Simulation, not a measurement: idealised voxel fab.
Herein follows the process module entitled voxel lift off.
This is section cut - it's 295 nm across, gridded in 5 nm square cells.
For the purposes of this document, a cross-section shall be understood as a grid of square cells, specified as bands listed in top-to-bottom order, each band consisting of one or more rows of cells. For a band, the entry starts with two heights in nm, that of the top and then that of the bottom, and carries on with the band's materials in order from left to right, each alongside its width in nm; the word "edge to edge" beside a single material means it fills the band edge to edge, and "empty" means empty space. The reference from which all heights are counted is 0, the level beneath which the as-received wafer is entirely one material; the lowest band, having no lower bound, proceeds downward and is written after the example "0 nm and below". Think of "30..40" as a width that walks from the first number to the second as you go down the band, top row to bottom row, taking equal-sized steps from row to row. The cross-section has no changed cell in any step marked "no change occurred". "Enclosed void list" means: voids of 8 cells or more that are shut off from the top with no open way through. Written width x height at distance, distance from the left edge, in nm. On each step's line, the part that comes after the settings is the simulator's own comment on the step. The line of a step may include "overlay nm". On a step with a mask, this value is how far to the right of its planned place the mask lay. A negative value means the mask lay to the left.

## Set out below are the planned steps of the process
1. RECEIVE | material Si
2. CONFORMAL_DEP | material SiN | thk nm 5
3. PATTERN | tone open | mask id LINES | material resist | width nm 25 | pitch nm 55 | thk nm 30 | overlay nm -15
4. DIRECTIONAL_DEP | material Ru | thk nm 15
5. STRIP | etch materials resist
6. CONFORMAL_DEP | material SiN | thk nm 10
The wafers are alike at the start. At step 3, their overlay nm differs. The plan lists the first wafer's value.

## Here's the first of the wafers in cross-section, just as we got it, i.e. after step 1
	0 nm and below = Si edge to edge
	Enclosed void list: none

## Depicted here is the first of several wafers in cross-section, at module completion following the last step, step 6
	30 nm to 20 nm = empty 25, then SiN 45, then empty 10, then SiN 45, then empty 10, then SiN 45, then empty 10, then SiN 45, then empty 60
	20 nm to 15 nm = empty 25, then SiN 10, then Ru 25, then SiN 10, then empty 10, then SiN 10, then Ru 25, then SiN 10, then empty 10, then SiN 10, then Ru 25, then SiN 10, then empty 10, then SiN 10, then Ru 25, then SiN 10, then empty 60
	15 nm to 5 nm = SiN 35, then Ru 25, then SiN 30, then Ru 25, then SiN 30, then Ru 25, then SiN 30, then Ru 25, then SiN 70
	5 nm to 0 nm = SiN edge to edge
	0 nm and below = Si edge to edge
	Enclosed void list: none

## Cross-sectional view of the final wafer of several at the module's end
	30 nm to 20 nm = empty 55, then SiN 45, then empty 10, then SiN 45, then empty 10, then SiN 45, then empty 10, then SiN 45, then empty 30
	20 nm to 15 nm = empty 55, then SiN 10, then Ru 25, then SiN 10, then empty 10, then SiN 10, then Ru 25, then SiN 10, then empty 10, then SiN 10, then Ru 25, then SiN 10, then empty 10, then SiN 10, then Ru 25, then SiN 10, then empty 30
	15 nm to 5 nm = SiN 65, then Ru 25, then SiN 30, then Ru 25, then SiN 30, then Ru 25, then SiN 30, then Ru 25, then SiN 40
	5 nm to 0 nm = SiN edge to edge
	0 nm and below = Si edge to edge
	Enclosed void list: none

## Per wafer (row), end of module: delta in cells per material since receipt, (+) for gained, (-) for lost; closed voids after that
overlay nm -15; +60 Ru; +225 SiN; Enclosed void list: none
overlay nm -10; +60 Ru; +225 SiN; Enclosed void list: none
overlay nm -5; +60 Ru; +225 SiN; Enclosed void list: none
overlay nm 0; +60 Ru; +225 SiN; Enclosed void list: none
overlay nm 5; +60 Ru; +225 SiN; Enclosed void list: none
overlay nm 10; +60 Ru; +225 SiN; Enclosed void list: none
overlay nm 15; +60 Ru; +225 SiN; Enclosed void list: none
